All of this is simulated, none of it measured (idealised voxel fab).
process module | voxel quadruple lines
cross-section cut | 140 nm wide | cells 5 nm
A cross-section is a grid of square cells, given in bands from the top down. A band is one or more rows of cells.
Each band's line starts with the height of the band's top and of its bottom, in nm. Then come its materials from left to right, each with its width in nm. One material with "throughout" fills the band from edge to edge. "air" is empty space.
Height 0 is the level under which the wafer as received is all one material. The lowest band goes on downwards, as in "0 down".
A width such as "30 to 40" changes by the same amount from each row of cells to the next, from the band's top row to its bottom row.
"no change" after a step means that no cell of the cross-section changed.
closed voids: empty space of 8 cells or more with no open way to the top, each as width x height at its distance from the left edge, in nm
after a step's settings: what the simulator itself notes on the step
overlay nm, on a step with a mask: how far to the right of its planned place the mask lay; to the left if negative
plan
1 op RECEIVE | material Si
2 op CONFORMAL_DEP | material Al2O3 | thk nm 5
3 op DIRECTIONAL_DEP | material Ru | thk nm 10
4 op DIRECTIONAL_DEP | material polySi | thk nm 20
5 op DIRECTIONAL_DEP | material aC | thk nm 25
6 op PATTERN | tone cover | mask id MANDREL | material resist | width nm 30 | thk nm 35 | overlay nm -15
7 op DIRECTIONAL_ETCH | etch materials aC | depth nm 25
8 op STRIP | etch materials resist
9 op CONFORMAL_DEP | material SiO2 | thk nm 10
10 op DIRECTIONAL_ETCH | etch materials SiO2 | depth nm 10
11 op STRIP | etch materials aC
12 op DIRECTIONAL_ETCH | etch materials polySi | depth nm 20
13 op STRIP | etch materials SiO2
14 op CONFORMAL_DEP | material SiN | thk nm 10
15 op DIRECTIONAL_ETCH | etch materials SiN | depth nm 10
16 op STRIP | etch materials polySi
17 op DIRECTIONAL_ETCH | etch materials Ru | depth nm 10
18 op STRIP | etch materials SiN
19 op FILL_DEP | material SiO2 | thk nm 10
20 op CMP | height nm 15
varied across the wafers: overlay nm of step 6. The plan shows the first wafer's value. All wafers start alike
first wafer as received, after step 1
  0 down: Si throughout
  closed voids: none
first wafer at the end, after step 20
  15 to 5: SiO2 20 | Ru 10 | SiO2 10 | Ru 10 | SiO2 10 | Ru 10 | SiO2 10 | Ru 10 | SiO2 50
  5 to 0: Al2O3 throughout
  0 down: Si throughout
  closed voids: none
last wafer at the end
  15 to 5: SiO2 50 | Ru 10 | SiO2 10 | Ru 10 | SiO2 10 | Ru 10 | SiO2 10 | Ru 10 | SiO2 20
  5 to 0: Al2O3 throughout
  0 down: Si throughout
  closed voids: none
each wafer at the end: cells of each material gained (+) or lost (-) since it was received, then its closed voids
overlay nm -15 | +28 Al2O3 | +16 Ru | +40 SiO2 | closed voids: none
overlay nm -10 | +28 Al2O3 | +16 Ru | +40 SiO2 | closed voids: none
overlay nm -5 | +28 Al2O3 | +16 Ru | +40 SiO2 | closed voids: none
overlay nm 0 | +28 Al2O3 | +16 Ru | +40 SiO2 | closed voids: none
overlay nm 5 | +28 Al2O3 | +16 Ru | +40 SiO2 | closed voids: none
overlay nm 10 | +28 Al2O3 | +16 Ru | +40 SiO2 | closed voids: none
overlay nm 15 | +28 Al2O3 | +16 Ru | +40 SiO2 | closed voids: none
